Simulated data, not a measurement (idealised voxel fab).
You're looking at the process module voxel released beams.
This is section cut - it's 160 nm across, gridded in 5 nm square cells.
For the purposes of this document, a cross-section shall be understood as a grid of square cells, specified as bands listed in top-to-bottom order, each band consisting of one or more rows of cells. Heights first: top, then bottom, in nm. Then materials, left to right, each with a width in nm. "throughout" on a single material: fills the band edge to edge. "blank": empty space. Heights from 0 (as-received wafer is one material below). Bottom band endless downward, as "0 down". Note: "30..40" means the width goes from the first number (top row of the band) to the second number (bottom row) in equal steps per row of cells. When a step is marked "nothing altered", none of the cells in the cross-section changed during that step. So "Listed closed voids" is basically the list of trapped voids: any empty space of 8 cells or more that can't reach the top through an opening. They're written width x height at distance, the distance being from the left edge, and it's all nm. It should be noted that, on the line of a given step, the content following the step's settings is a remark produced by the simulator itself with respect to that step. overlay nm: mask right of planned place by this much (step with mask). Neg. = left.
-- Process steps - plan
1: RECEIVE (material Si)
2: CONFORMAL_DEP (material SiN; thk nm 10)
3: DIRECTIONAL_DEP (material SiO2; thk nm 15)
4: PATTERN (tone open; mask id ANCHOR; material resist; width nm 40; thk nm 20; overlay nm 0)
5: DIRECTIONAL_ETCH (etch materials SiO2; depth nm 15)
6: STRIP (etch materials resist)
7: CONFORMAL_DEP (material TiN; thk nm 15)
8: PATTERN (tone cover; mask id BEAM; material resist; width nm 90; thk nm 15; overlay nm 0)
9: DIRECTIONAL_ETCH (etch materials TiN; depth nm 15)
10: STRIP (etch materials resist)
11: STRIP (etch materials SiO2)
-- Below: the first of two wafers, run as planned
-- Wafer cross-section on receipt, i.e. after step 1
  0 down: Si throughout
  Listed closed voids: none
-- Cross-section through the wafer, step 2 finished
  10 to 0: SiN throughout
  Rest of section, below 0: as before.
-- Cross-section through the wafer, step 3 finished
  25 to 10: SiO2 throughout
  Rest of section, below 10: as before.
-- Cross-section through the wafer, step 4 finished
  45 to 25: 35 nm resist / 40 nm blank / 85 nm resist
  Rest of section, below 25: as before.
-- Cross-section through the wafer, step 5 finished
  45 to 25: 35 nm resist / 40 nm blank / 85 nm resist
  25 to 10: 35 nm SiO2 / 40 nm blank / 85 nm SiO2
  Rest of section, below 10: as before.
-- Cross-section through the wafer, step 6 finished
  25 to 10: 35 nm SiO2 / 40 nm blank / 85 nm SiO2
  Rest of section, below 10: as before.
-- Cross-section through the wafer, step 7 finished
  40 to 25: 50 nm TiN / 10 nm blank / 100 nm TiN
  25 to 10: 35 nm SiO2 / 40 nm TiN / 85 nm SiO2
  Rest of section, below 10: as before.
-- Cross-section through the wafer, step 8 finished
  55 to 40: 30 nm blank / 90 nm resist / 40 nm blank
  40 to 25: 50 nm TiN / 10 nm resist / 100 nm TiN
  Rest of section, below 25: as before.
-- Cross-section through the wafer, step 9 finished
  55 to 40: 30 nm blank / 90 nm resist / 40 nm blank
  40 to 25: 30 nm blank / 20 nm TiN / 10 nm resist / 60 nm TiN / 40 nm blank
  Rest of section, below 25: as before.
-- Cross-section through the wafer, step 10 finished
  40 to 25: 30 nm blank / 20 nm TiN / 10 nm blank / 60 nm TiN / 40 nm blank
  Rest of section, below 25: as before.
-- Cross-section through the wafer, step 11 finished
  40 to 25: 30 nm blank / 20 nm TiN / 10 nm blank / 60 nm TiN / 40 nm blank
  25 to 10: 35 nm blank / 40 nm TiN / 85 nm blank
  Rest of section, below 10: as before.
-- Wafer two of the pair: same origin, same plan, one error during the run; identical to wafer one up to and including step 6
-- Cross-section of the second wafer at the time step 7 of the plan should have ended
  55 to 25: TiN throughout
  25 to 10: 35 nm SiO2 / 40 nm TiN / 85 nm SiO2
  Rest of section, below 10: as before.
-- Cross-section of the second wafer at the time step 8 of the plan should have ended
  70 to 55: 30 nm blank / 90 nm resist / 40 nm blank
  Rest of section, below 55: as before.
-- Cross-section of the second wafer at the time step 9 of the plan should have ended
  70 to 55: 30 nm blank / 90 nm resist / 40 nm blank
  55 to 40: 30 nm blank / 90 nm TiN / 40 nm blank
  Rest of section, below 40: as before.
-- Cross-section of the second wafer at the time step 10 of the plan should have ended
  55 to 40: 30 nm blank / 90 nm TiN / 40 nm blank
  Rest of section, below 40: as before.
Cross-section of the second wafer at the time step 11 of the plan should have ended: nothing altered
Processing error: in the plan, step 7 was performed twice
The second wafer ends with more or fewer cells of some materials than the first, per final count: SiO2: 72 more; TiN: 102 more
